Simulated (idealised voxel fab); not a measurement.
Presented below is a process module, voxel spacer lines.
The cross-section on display is named cut; it measures 260 nm wide, and its cells are 5 nm squares.
Cross-section, as written here: a square-cell grid given band by band from the top down, where a band holds one or more rows of cells.
Look at the band entry: it leads with the top's height and the bottom's height in nm. Then it lists the materials left to right, with a width in nm for each. The word "all across" on a single material says that material fills the band edge to edge. The word "blank" is empty space.
Height is counted from the level 0, under which the received wafer is composed throughout of one material. The lowest of the bands is not closed at the bottom but continues downward, in the notation "0 -> down".
Top row gets the first number, bottom row gets the second, and each row in between changes by the same step: that is how a band width like "30..40" works.
Where a step carries "nothing got changed", the cross-section came out of it unchanged, cell for cell.
Enclosed void inventory: empty space of 8 cells or more with no open way to the top, each as width x height at its distance from the left edge, in nm
Heads up: the bit after the settings on a step's line is the simulator's remark on that step.
Among the settings permitted on a step's line is "overlay nm"; applied to a step with a mask, it specifies the extent to which the mask lay to the right of its planned position, whereas a negative figure signifies a position to the left.

# Here's what the planned process steps look like
| 1 | RECEIVE [material Si] |
| 2 | CONFORMAL_DEP [material Al2O3] [thk nm 10] |
| 3 | DIRECTIONAL_DEP [material polySi] [thk nm 10] |
| 4 | DIRECTIONAL_DEP [material aC] [thk nm 25] |
| 5 | PATTERN [tone cover] [mask id MANDREL] [material resist] [width nm 25] [pitch nm 80] [thk nm 35] [overlay nm 0] |
| 6 | DIRECTIONAL_ETCH [etch materials aC] [depth nm 25] |
| 7 | STRIP [etch materials resist] |
| 8 | CONFORMAL_DEP [material SiN] [thk nm 15] |
| 9 | DIRECTIONAL_ETCH [etch materials SiN] [depth nm 15] |
| 10 | STRIP [etch materials aC] |
| 11 | DIRECTIONAL_ETCH [etch materials polySi] [depth nm 10] |
| 12 | STRIP [etch materials SiN] |

# Cross-section of the wafer upon arrival, representing the state reached after step 1
- 0 -> down = Si all across
- Enclosed void inventory: none

# Cross-section at module end, one run error; start and plan unchanged from above
- 20 -> 10 = 55 nm blank; 15 nm polySi; 35 nm blank; 15 nm polySi; 15 nm blank; 15 nm polySi; 35 nm blank; 15 nm polySi; 60 nm blank
- 10 -> 0 = Al2O3 all across
- 0 -> down = Si all across
- Enclosed void inventory: none
Heads up, the wafer didn't run the way we planned it: the process deviated at step 5: the operation and settings actually run there were PATTERN [tone cover] [mask id MANDREL] [material resist] [width nm 35] [pitch nm 80] [thk nm 35] [overlay nm 0]
